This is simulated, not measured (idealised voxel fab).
The process module presented herein is designated voxel quadruple lines.
The width of the displayed cross-section, cut, is 170 nm; its cells are square, with a size of 5 nm.
A cross-section is written here as square cells arranged in a grid, and it is given in bands from the top down, each band taking up one or more rows of cells.
Band: top and bottom heights (nm) first, top before bottom; then materials from left to right, widths in nm. "all across" marks a sole material filling the band edge to edge. "empty" denotes empty space.
Where do heights start? At 0: under that level the wafer as delivered is made of one material only. And the lowest band has no floor; it just carries on downward, as in "0 nm and below".
The two numbers in a width such as "30->40" mark its ends across the band: the first belongs to the top row of cells, the second to the bottom row, and from each row to the next the width moves by the same amount.
Where a step carries "nothing was modified", the cross-section came out of it unchanged, cell for cell.
Closed empty spaces (no open way to the top) of 8 cells or more are what "Voids, sealed" lists, each as width x height at distance from the left edge, nm for all three.
What comes after the settings on a step's line is commentary from the simulator itself on that step.
overlay nm, on a step with a mask: how far to the right of its planned place the mask lay; to the left if negative
**Below is the list of planned process steps**
step 1: RECEIVE, material Si
step 2: CONFORMAL_DEP, material SiO2, thk nm 10
step 3: DIRECTIONAL_DEP, material TiN, thk nm 15
step 4: DIRECTIONAL_DEP, material polySi, thk nm 20
step 5: DIRECTIONAL_DEP, material aC, thk nm 25
step 6: PATTERN, tone cover, mask id MANDREL, material resist, width nm 35, thk nm 35, overlay nm 0
step 7: DIRECTIONAL_ETCH, etch materials aC, depth nm 25
step 8: STRIP, etch materials resist
step 9: CONFORMAL_DEP, material SiO2, thk nm 15
step 10: DIRECTIONAL_ETCH, etch materials SiO2, depth nm 15
step 11: STRIP, etch materials aC
step 12: DIRECTIONAL_ETCH, etch materials polySi, depth nm 20
step 13: STRIP, etch materials SiO2
step 14: CONFORMAL_DEP, material SiCN, thk nm 10
step 15: DIRECTIONAL_ETCH, etch materials SiCN, depth nm 10
step 16: STRIP, etch materials polySi
step 17: DIRECTIONAL_ETCH, etch materials TiN, depth nm 15
step 18: STRIP, etch materials SiCN
step 19: FILL_DEP, material SiO2, thk nm 10
step 20: CMP, height nm 25
**Wafer at receipt (post step 1), cross-section**
> 0 nm and below | Si all across
> Voids, sealed: none
**Figure: cross-sectional view of the wafer upon completion of the module, processed from the initial state and according to the plan depicted above, with one error introduced during execution**
> 25 nm to 15 nm | SiO2 all across
> 15 nm to 0 nm | SiO2 40 nm  TiN 10 nm  SiO2 15 nm  TiN 10 nm  SiO2 15 nm  TiN 10 nm  SiO2 15 nm  TiN 10 nm  SiO2 45 nm
> 0 nm and below | Si all across
> Voids, sealed: none
Where did the run depart from the plan? skipped: plan step 2 (never run)
